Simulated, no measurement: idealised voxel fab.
process module | voxel capacitor over wiring
cross-section cut | 300 nm wide | cells 5 nm
A cross-section is a grid of square cells, given in bands from the top down. A band is one or more rows of cells.
Each band's line starts with the height of the band's top and of its bottom, in nm. Then come its materials from left to right, each with its width in nm. One material with "throughout" fills the band from edge to edge. "air" is empty space.
Height 0 is the level under which the wafer as received is all one material. The lowest band goes on downwards, as in "0 down".
A width such as "30 to 40" changes by the same amount from each row of cells to the next, from the band's top row to its bottom row.
"no change" after a step means that no cell of the cross-section changed.
closed voids: empty space of 8 cells or more with no open way to the top, each as width x height at its distance from the left edge, in nm
after a step's settings: what the simulator itself notes on the step
overlay nm, on a step with a mask: how far to the right of its planned place the mask lay; to the left if negative
plan
1 op RECEIVE | material Si
2 op CONFORMAL_DEP | material SiO2 | thk nm 10
3 op DIRECTIONAL_DEP | material TiN | thk nm 5
4 op DIRECTIONAL_DEP | material W | thk nm 20
5 op DIRECTIONAL_DEP | material aC | thk nm 15
6 op PATTERN | tone cover | mask id METAL_1 | material resist | width nm 30 | pitch nm 95 | thk nm 35 | overlay nm 0
7 op DIRECTIONAL_ETCH | etch materials aC | depth nm 15
8 op STRIP | etch materials resist
9 op DIRECTIONAL_ETCH | etch materials W | depth nm 20
10 op DIRECTIONAL_ETCH | etch materials TiN | depth nm 5
11 op STRIP | etch materials aC
12 op FILL_DEP | material SiO2 | thk nm 5
13 op CMP | height nm 35
14 op CONFORMAL_DEP | material SiCN | thk nm 5
15 op DIRECTIONAL_DEP | material lowk | thk nm 20
16 op PATTERN | tone open | mask id PLUG_1 | material resist | width nm 15 | thk nm 20 | overlay nm 0
17 op DIRECTIONAL_ETCH | etch materials lowk | depth nm 20
18 op DIRECTIONAL_ETCH | etch materials SiCN | depth nm 5
19 op STRIP | etch materials resist
20 op CONFORMAL_DEP | material TiN | thk nm 5
21 op FILL_DEP | material Cu | thk nm 5
22 op CMP | height nm 60
23 op DIRECTIONAL_DEP | material TiN | thk nm 10
24 op DIRECTIONAL_DEP | material HfO2 | thk nm 5
25 op DIRECTIONAL_DEP | material TiN | thk nm 5
26 op PATTERN | tone cover | mask id UPPER_PLATE | material resist | width nm 70 | thk nm 20 | overlay nm 0
27 op DIRECTIONAL_ETCH | etch materials TiN | depth nm 5
28 op DIRECTIONAL_ETCH | etch materials HfO2 | depth nm 5
29 op STRIP | etch materials resist
30 op DIRECTIONAL_DEP | material aC | thk nm 15
31 op PATTERN | tone cover | mask id LOWER_PLATE | material resist | width nm 80 | thk nm 30 | overlay nm 0
32 op DIRECTIONAL_ETCH | etch materials aC | depth nm 15
33 op STRIP | etch materials resist
34 op DIRECTIONAL_ETCH | etch materials TiN | depth nm 10
35 op STRIP | etch materials aC
36 op FILL_DEP | material SiO2 | thk nm 15
37 op CMP | height nm 90
38 op MASKED_ETCH | tone open | mask id PLUG_2 | width nm 15 | etch materials SiO2 | depth nm 10 | overlay nm 0
39 op CONFORMAL_DEP | material TiN | thk nm 5
40 op FILL_DEP | material Ru | thk nm 10
41 op CMP | height nm 90
42 op CONFORMAL_DEP | material SiN | thk nm 5
first wafer, as planned
as received, after step 1
  0 down: Si throughout
  closed voids: none
after step 2
  10 to 0: SiO2 throughout
  below 0: unchanged
after step 3
  15 to 10: TiN throughout
  below 10: unchanged
after step 4
  35 to 15: W throughout
  below 15: unchanged
after step 5
  50 to 35: aC throughout
  below 35: unchanged
after step 6
  85 to 50: air 85 | resist 30 | air 65 | resist 30 | air 90
  below 50: unchanged
after step 7
  70 to 50: air 85 | resist 30 | air 65 | resist 30 | air 90
  50 to 35: air 85 | aC 30 | air 65 | aC 30 | air 90
  below 35: unchanged
after step 8
  50 to 35: air 85 | aC 30 | air 65 | aC 30 | air 90
  below 35: unchanged
after step 9
  50 to 35: air 85 | aC 30 | air 65 | aC 30 | air 90
  35 to 15: air 85 | W 30 | air 65 | W 30 | air 90
  below 15: unchanged
after step 10
  50 to 35: air 85 | aC 30 | air 65 | aC 30 | air 90
  35 to 15: air 85 | W 30 | air 65 | W 30 | air 90
  15 to 10: air 85 | TiN 30 | air 65 | TiN 30 | air 90
  below 10: unchanged
after step 11
  35 to 15: air 85 | W 30 | air 65 | W 30 | air 90
  below 15: unchanged
after step 12
  40 to 35: SiO2 throughout
  35 to 15: SiO2 85 | W 30 | SiO2 65 | W 30 | SiO2 90
  15 to 10: SiO2 85 | TiN 30 | SiO2 65 | TiN 30 | SiO2 90
  below 10: unchanged
after step 13
  35 to 15: SiO2 85 | W 30 | SiO2 65 | W 30 | SiO2 90
  below 15: unchanged
after step 14
  40 to 35: SiCN throughout
  below 35: unchanged
after step 15
  60 to 40: lowk throughout
  below 40: unchanged
after step 16
  80 to 60: resist 100 | air 15 | resist 185
  below 60: unchanged
after step 17
  80 to 60: resist 100 | air 15 | resist 185
  60 to 40: lowk 100 | air 15 | lowk 185
  below 40: unchanged
after step 18
  80 to 60: resist 100 | air 15 | resist 185
  60 to 40: lowk 100 | air 15 | lowk 185
  40 to 35: SiCN 100 | air 15 | SiCN 185
  below 35: unchanged
after step 19
  60 to 40: lowk 100 | air 15 | lowk 185
  below 40: unchanged
after step 20
  65 to 60: TiN 105 | air 5 | TiN 190
  60 to 40: lowk 100 | TiN 5 | air 5 | TiN 5 | lowk 185
  40 to 35: SiCN 100 | TiN 15 | SiCN 185
  below 35: unchanged
after step 21
  70 to 65: Cu throughout
  65 to 60: TiN 105 | Cu 5 | TiN 190
  60 to 40: lowk 100 | TiN 5 | Cu 5 | TiN 5 | lowk 185
  below 40: unchanged
after step 22
  60 to 40: lowk 100 | TiN 5 | Cu 5 | TiN 5 | lowk 185
  below 40: unchanged
after step 23
  70 to 60: TiN throughout
  below 60: unchanged
after step 24
  75 to 70: HfO2 throughout
  below 70: unchanged
after step 25
  80 to 75: TiN throughout
  below 75: unchanged
after step 26
  100 to 80: air 100 | resist 70 | air 130
  below 80: unchanged
after step 27
  100 to 80: air 100 | resist 70 | air 130
  80 to 75: air 100 | TiN 70 | air 130
  below 75: unchanged
after step 28
  100 to 80: air 100 | resist 70 | air 130
  80 to 75: air 100 | TiN 70 | air 130
  75 to 70: air 100 | HfO2 70 | air 130
  below 70: unchanged
after step 29
  80 to 75: air 100 | TiN 70 | air 130
  below 75: unchanged
after step 30
  95 to 85: air 100 | aC 70 | air 130
  85 to 80: aC throughout
  80 to 75: aC 100 | TiN 70 | aC 130
  75 to 70: aC 100 | HfO2 70 | aC 130
  below 70: unchanged
after step 31
  125 to 95: air 95 | resist 80 | air 125
  95 to 85: air 95 | resist 5 | aC 70 | resist 5 | air 125
  below 85: unchanged
after step 32
  110 to 95: air 95 | resist 80 | air 125
  95 to 85: air 95 | resist 5 | aC 70 | resist 5 | air 125
  85 to 80: air 95 | aC 80 | air 125
  80 to 75: air 95 | aC 5 | TiN 70 | aC 5 | air 125
  75 to 70: air 95 | aC 5 | HfO2 70 | aC 5 | air 125
  below 70: unchanged
after step 33
  95 to 85: air 100 | aC 70 | air 130
  below 85: unchanged
after step 34
  95 to 85: air 100 | aC 70 | air 130
  85 to 80: air 95 | aC 80 | air 125
  80 to 75: air 95 | aC 5 | TiN 70 | aC 5 | air 125
  75 to 70: air 95 | aC 5 | HfO2 70 | aC 5 | air 125
  70 to 60: air 95 | TiN 80 | air 125
  below 60: unchanged
after step 35
  80 to 75: air 100 | TiN 70 | air 130
  75 to 70: air 100 | HfO2 70 | air 130
  below 70: unchanged
after step 36
  95 to 80: SiO2 throughout
  80 to 75: SiO2 100 | TiN 70 | SiO2 130
  75 to 70: SiO2 100 | HfO2 70 | SiO2 130
  70 to 60: SiO2 95 | TiN 80 | SiO2 125
  below 60: unchanged
after step 37
  90 to 80: SiO2 throughout
  below 80: unchanged
after step 38
  90 to 80: SiO2 110 | air 15 | SiO2 175
  below 80: unchanged
after step 39
  95 to 90: TiN 115 | air 5 | TiN 180
  90 to 85: SiO2 110 | TiN 5 | air 5 | TiN 5 | SiO2 175
  85 to 75: SiO2 110 to 100 | TiN 15 to 70 | SiO2 175 to 130
  below 75: unchanged
after step 40
  105 to 95: Ru throughout
  95 to 90: TiN 115 | Ru 5 | TiN 180
  90 to 85: SiO2 110 | TiN 5 | Ru 5 | TiN 5 | SiO2 175
  below 85: unchanged
after step 41
  90 to 85: SiO2 110 | TiN 5 | Ru 5 | TiN 5 | SiO2 175
  below 85: unchanged
after step 42
  95 to 90: SiN throughout
  below 90: unchanged
second wafer: like start, like plan, one mistake. Through step 15 it matches the first wafer
when step 16 should have ended
  80 to 60: resist 95 | air 25 | resist 180
  below 60: unchanged
when step 17 should have ended
  80 to 60: resist 95 | air 25 | resist 180
  60 to 40: lowk 95 | air 25 | lowk 180
  below 40: unchanged
when step 18 should have ended
  80 to 60: resist 95 | air 25 | resist 180
  60 to 40: lowk 95 | air 25 | lowk 180
  40 to 35: SiCN 95 | air 25 | SiCN 180
  below 35: unchanged
when step 19 should have ended
  60 to 40: lowk 95 | air 25 | lowk 180
  below 40: unchanged
when step 20 should have ended
  65 to 60: TiN 100 | air 15 | TiN 185
  60 to 40: lowk 95 | TiN 5 | air 15 | TiN 5 | lowk 180
  40 to 35: SiCN 95 | TiN 25 | SiCN 180
  below 35: unchanged
when step 21 should have ended
  70 to 65: Cu throughout
  65 to 60: TiN 100 | Cu 15 | TiN 185
  60 to 40: lowk 95 | TiN 5 | Cu 15 | TiN 5 | lowk 180
  below 40: unchanged
when step 22 should have ended
  60 to 40: lowk 95 | TiN 5 | Cu 15 | TiN 5 | lowk 180
  below 40: unchanged
when step 23 should have ended
  70 to 60: TiN throughout
  below 60: unchanged
when step 24 should have ended
  75 to 70: HfO2 throughout
  below 70: unchanged
when step 25 should have ended
  80 to 75: TiN throughout
  below 75: unchanged
when step 26 should have ended
  100 to 80: air 100 | resist 70 | air 130
  below 80: unchanged
when step 27 should have ended
  100 to 80: air 100 | resist 70 | air 130
  80 to 75: air 100 | TiN 70 | air 130
  below 75: unchanged
when step 28 should have ended
  100 to 80: air 100 | resist 70 | air 130
  80 to 75: air 100 | TiN 70 | air 130
  75 to 70: air 100 | HfO2 70 | air 130
  below 70: unchanged
when step 29 should have ended
  80 to 75: air 100 | TiN 70 | air 130
  below 75: unchanged
when step 30 should have ended
  95 to 85: air 100 | aC 70 | air 130
  85 to 80: aC throughout
  80 to 75: aC 100 | TiN 70 | aC 130
  75 to 70: aC 100 | HfO2 70 | aC 130
  below 70: unchanged
when step 31 should have ended
  125 to 95: air 95 | resist 80 | air 125
  95 to 85: air 95 | resist 5 | aC 70 | resist 5 | air 125
  below 85: unchanged
when step 32 should have ended
  110 to 95: air 95 | resist 80 | air 125
  95 to 85: air 95 | resist 5 | aC 70 | resist 5 | air 125
  85 to 80: air 95 | aC 80 | air 125
  80 to 75: air 95 | aC 5 | TiN 70 | aC 5 | air 125
  75 to 70: air 95 | aC 5 | HfO2 70 | aC 5 | air 125
  below 70: unchanged
when step 33 should have ended
  95 to 85: air 100 | aC 70 | air 130
  below 85: unchanged
when step 34 should have ended
  95 to 85: air 100 | aC 70 | air 130
  85 to 80: air 95 | aC 80 | air 125
  80 to 75: air 95 | aC 5 | TiN 70 | aC 5 | air 125
  75 to 70: air 95 | aC 5 | HfO2 70 | aC 5 | air 125
  70 to 60: air 95 | TiN 80 | air 125
  below 60: unchanged
when step 35 should have ended
  80 to 75: air 100 | TiN 70 | air 130
  75 to 70: air 100 | HfO2 70 | air 130
  below 70: unchanged
when step 36 should have ended
  95 to 80: SiO2 throughout
  80 to 75: SiO2 100 | TiN 70 | SiO2 130
  75 to 70: SiO2 100 | HfO2 70 | SiO2 130
  70 to 60: SiO2 95 | TiN 80 | SiO2 125
  below 60: unchanged
when step 37 should have ended
  90 to 80: SiO2 throughout
  below 80: unchanged
when step 38 should have ended
  90 to 80: SiO2 110 | air 15 | SiO2 175
  below 80: unchanged
when step 39 should have ended
  95 to 90: TiN 115 | air 5 | TiN 180
  90 to 85: SiO2 110 | TiN 5 | air 5 | TiN 5 | SiO2 175
  85 to 75: SiO2 110 to 100 | TiN 15 to 70 | SiO2 175 to 130
  below 75: unchanged
when step 40 should have ended
  105 to 95: Ru throughout
  95 to 90: TiN 115 | Ru 5 | TiN 180
  90 to 85: SiO2 110 | TiN 5 | Ru 5 | TiN 5 | SiO2 175
  below 85: unchanged
when step 41 should have ended
  90 to 85: SiO2 110 | TiN 5 | Ru 5 | TiN 5 | SiO2 175
  below 85: unchanged
when step 42 should have ended
  95 to 90: SiN throughout
  below 90: unchanged
what went wrong: step 16 ran as: op PATTERN | tone open | mask id PLUG_1 | material resist | width nm 25 | thk nm 20 | overlay nm 0
at the end the second wafer has, in cells: 8 more of Cu | 2 fewer of SiCN | 2 more of TiN | 8 fewer of lowk
